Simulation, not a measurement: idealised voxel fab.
process module | voxel air gaps
Section shown: cut. Width: 265 nm. Cell size: 5 nm, square.
When this document writes out a cross-section, it uses a grid of square cells and lists it as bands, beginning at the top and moving down, with a band standing for one or more rows of cells.
In this notation a band is specified by the heights of its top and bottom, in that order and in nm, after which its materials appear from left to right, each paired with its width in nm. The word "throughout" attached to a single material means that material fills the band from edge to edge; the word "air" stands for empty space.
For the purposes of this specification, 0 denotes the height below which the wafer in its as-received condition is composed wholly of one material, and the lowermost band, lacking a lower limit, extends downward without end, as expressed in "top 0, no bottom".
When a width is written as two numbers, as in "30 to 40", the first number is the width in the top row of cells of the band and the second is the width in its bottom row, and the width changes by the same amount from each row to the next.
"no change occurred", as given for a step, is the statement that not any cell of the cross-section underwent a change during that step.
You'll see "Sealed voids" listing empty spaces that have no way open to the top, as long as they're 8 cells or more; the notation is width x height at distance, where the distance is from the left edge, and all of it is in nm.
Past the settings on a step's line: simulator remark, on that step.
"overlay nm" answers the question of how far to the right of plan the mask lay on a step that has a mask, and when it is negative the answer is to the left.
The following list gives the planned process steps:
1. RECEIVE: material Si
2. CONFORMAL_DEP: material SiO2, thk nm 15
3. CONFORMAL_DEP: material SiN, thk nm 5
4. DIRECTIONAL_DEP: material SiO2, thk nm 40
5. DIRECTIONAL_DEP: material aC, thk nm 15
6. PATTERN: tone open, mask id LINES, material resist, width nm 25, pitch nm 55, thk nm 35, overlay nm 0
7. DIRECTIONAL_ETCH: etch materials aC, depth nm 15
8. STRIP: etch materials resist
9. DIRECTIONAL_ETCH: etch materials SiO2, depth nm 40
10. STRIP: etch materials aC
11. CONFORMAL_DEP: material TiN, thk nm 5
12. FILL_DEP: material W, thk nm 10
13. CMP: height nm 60
14. EPI: material Ru, thk nm 10
15. SELECTIVE_ETCH: etch materials SiO2, depth nm 50
16. CONFORMAL_DEP: material SiCN, thk nm 5
Cross-section of the wafer at receipt, which is the condition after step 1:
	top 0, no bottom  Si throughout
	Sealed voids: none
Below is the wafer in cross-section after the module was completed. It began from the starting point shown above and followed the plan shown above, except that one mistake was made while running it:
	top 75, bottom 70  20 of air / 220 of SiCN / 25 of air
	top 70, bottom 60  20 of air / 5 of SiCN / 45 of Ru / 10 of SiCN / 45 of Ru / 10 of SiCN / 45 of Ru / 10 of SiCN / 45 of Ru / 5 of SiCN / 25 of air
	top 60, bottom 55  20 of air / 15 of SiCN / 5 of TiN / 15 of W / 5 of TiN / 30 of SiCN / 5 of TiN / 15 of W / 5 of TiN / 30 of SiCN / 5 of TiN / 15 of W / 5 of TiN / 30 of SiCN / 5 of TiN / 15 of W / 5 of TiN / 15 of SiCN / 25 of air
	top 55, bottom 25  30 of air / 5 of SiCN / 5 of TiN / 15 of W / 5 of TiN / 5 of SiCN / 20 of air / 5 of SiCN / 5 of TiN / 15 of W / 5 of TiN / 5 of SiCN / 20 of air / 5 of SiCN / 5 of TiN / 15 of W / 5 of TiN / 5 of SiCN / 20 of air / 5 of SiCN / 5 of TiN / 15 of W / 5 of TiN / 5 of SiCN / 35 of air
	top 25, bottom 20  30 of air / 5 of SiCN / 25 of TiN / 5 of SiCN / 20 of air / 5 of SiCN / 25 of TiN / 5 of SiCN / 20 of air / 5 of SiCN / 25 of TiN / 5 of SiCN / 20 of air / 5 of SiCN / 25 of TiN / 5 of SiCN / 35 of air
	top 20, bottom 15  30 of air / 15 of SiCN / 5 of SiO2 / 15 of SiCN / 20 of air / 15 of SiCN / 5 of SiO2 / 15 of SiCN / 20 of air / 15 of SiCN / 5 of SiO2 / 15 of SiCN / 20 of air / 15 of SiCN / 5 of SiO2 / 15 of SiCN / 35 of air
	top 15, bottom 10  45 of SiCN / 5 of SiO2 / 50 of SiCN / 5 of SiO2 / 50 of SiCN / 5 of SiO2 / 50 of SiCN / 5 of SiO2 / 50 of SiCN
	top 10, bottom 5  SiO2 throughout
	top 5, bottom 0  SiN throughout
	top 0, no bottom  Si throughout
	Sealed voids: 20 x 40 at 65; 20 x 40 at 120; 20 x 40 at 175
Heads up, the wafer didn't run the way we planned it: the run placed steps 2 and 3 each in the position the plan gave to the other
